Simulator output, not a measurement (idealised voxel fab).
A process module follows: voxel self aligned contacts.
Square cell edge 5 nm, section width 235 nm, ID cut.
For the purposes of this document, a cross-section shall be understood as a grid of square cells, specified as bands listed in top-to-bottom order, each band consisting of one or more rows of cells.
Each band's line starts with the height of the band's top and of its bottom, in nm. Then come its materials from left to right, each with its width in nm. One material with "everywhere" fills the band from edge to edge. "blank" is empty space.
A quick word on heights: they are counted from 0, and under that level the wafer as it came to us is one material throughout. The lowest band is different from the rest in having no bottom; it simply continues downward, written as in "0 -> down".
Think of "30..40" as a width that walks from the first number to the second as you go down the band, top row to bottom row, taking equal-sized steps from row to row.
Basically "no modifications" means that step didn't change any cell in the cross-section.
Listed in "Fully enclosed voids": every empty space of 8 or more cells without an open way to the top. Form: width x height at distance, the distance being from the left edge, all in nm.
Note: text after step settings on the step line = simulator remark on that step.
The optional step-line setting "overlay nm" applies to steps with a mask and quantifies how far to the right of its planned location the mask lay, a negative value indicating leftward placement.
PROCESS STEPS FORESEEN IN THE PLAN
- 1: RECEIVE [material Si]
- 2: OXIDIZE [depth nm 5]
- 3: DIRECTIONAL_DEP [material polySi] [thk nm 25]
- 4: DIRECTIONAL_DEP [material SiN] [thk nm 15]
- 5: PATTERN [tone cover] [mask id GATE] [material resist] [width nm 15] [pitch nm 60] [thk nm 15] [overlay nm 0]
- 6: DIRECTIONAL_ETCH [etch materials SiN] [depth nm 15]
- 7: DIRECTIONAL_ETCH [etch materials polySi] [depth nm 25]
- 8: STRIP [etch materials resist]
- 9: CONFORMAL_DEP [material SiN] [thk nm 5]
- 10: DIRECTIONAL_ETCH [etch materials SiN] [depth nm 5]
- 11: FILL_DEP [material SiO2] [thk nm 15]
- 12: CMP [height nm 50]
- 13: MASKED_ETCH [tone open] [mask id CONTACT] [width nm 45] [etch materials SiO2] [depth nm 55] [overlay nm 0]
- 14: CONFORMAL_DEP [material TiN] [thk nm 5]
- 15: FILL_DEP [material Ru] [thk nm 10]
- 16: CMP [height nm 50]
- 17: CONFORMAL_DEP [material SiN] [thk nm 5]
varied across the wafers: width nm of step 5. The plan shows the first wafer's value. All wafers start alike
THIS IS HOW THE FIRST OF SEVERAL WAFERS LOOKED IN CROSS-SECTION WHEN IT ARRIVED, WHICH IS AFTER STEP 1
* 0 -> down: Si everywhere
* Fully enclosed voids: none
AT THE END OF THE MODULE, AFTER ITS LAST STEP, STEP 17, THE FIRST OF SEVERAL WAFERS APPEARS IN CROSS-SECTION AS FOLLOWS
* 55 -> 50: SiN everywhere
* 50 -> 40: SiO2 95, TiN 5..10, Ru 35..25, TiN 5..10, SiO2 95
* 40 -> 25: SiO2 75, SiN 25, TiN 5, Ru 25, TiN 5, SiN 25, SiO2 75
* 25 -> 0: SiO2 75, SiN 5, polySi 15, SiN 5, TiN 5, Ru 25, TiN 5, SiN 5, polySi 15, SiN 5, SiO2 75
* 0 -> -5: SiO2 100, TiN 35, SiO2 100
* -5 -> down: Si everywhere
* Fully enclosed voids: none
SO THIS IS THE CROSS-SECTION ON THE LAST WAFER AT THE END OF THE MODULE
* 55 -> 50: SiN everywhere
* 50 -> 45: SiO2 95, TiN 5, Ru 35, TiN 5, SiO2 95
* 45 -> 40: SiO2 95, TiN 45, SiO2 95
* 40 -> 25: SiO2 65, SiN 50, TiN 10, SiN 50, SiO2 60
* 25 -> 0: SiO2 65, SiN 5, polySi 40, SiN 5, TiN 10, SiN 5, polySi 40, SiN 5, SiO2 60
* 0 -> -5: SiO2 115, TiN 10, SiO2 110
* -5 -> down: Si everywhere
* Fully enclosed voids: none
GAINED (+) OR LOST (-) CELLS OF EACH MATERIAL SINCE RECEIPT, THEN CLOSED VOIDS: ONE ROW PER WAFER, AT THE END OF THE MODULE
width nm 15 | +52 Ru | -47 Si | +97 SiN | +356 SiO2 | +29 TiN | +30 polySi | Fully enclosed voids: none
width nm 20 | +43 Ru | -47 Si | +103 SiN | +349 SiO2 | +29 TiN | +40 polySi | Fully enclosed voids: none
width nm 25 | +34 Ru | -47 Si | +109 SiN | +342 SiO2 | +29 TiN | +50 polySi | Fully enclosed voids: none
width nm 30 | +25 Ru | -47 Si | +115 SiN | +335 SiO2 | +29 TiN | +60 polySi | Fully enclosed voids: none
width nm 35 | +16 Ru | -47 Si | +121 SiN | +328 SiO2 | +29 TiN | +70 polySi | Fully enclosed voids: none
width nm 40 | +7 Ru | -47 Si | +127 SiN | +321 SiO2 | +29 TiN | +80 polySi | Fully enclosed voids: none
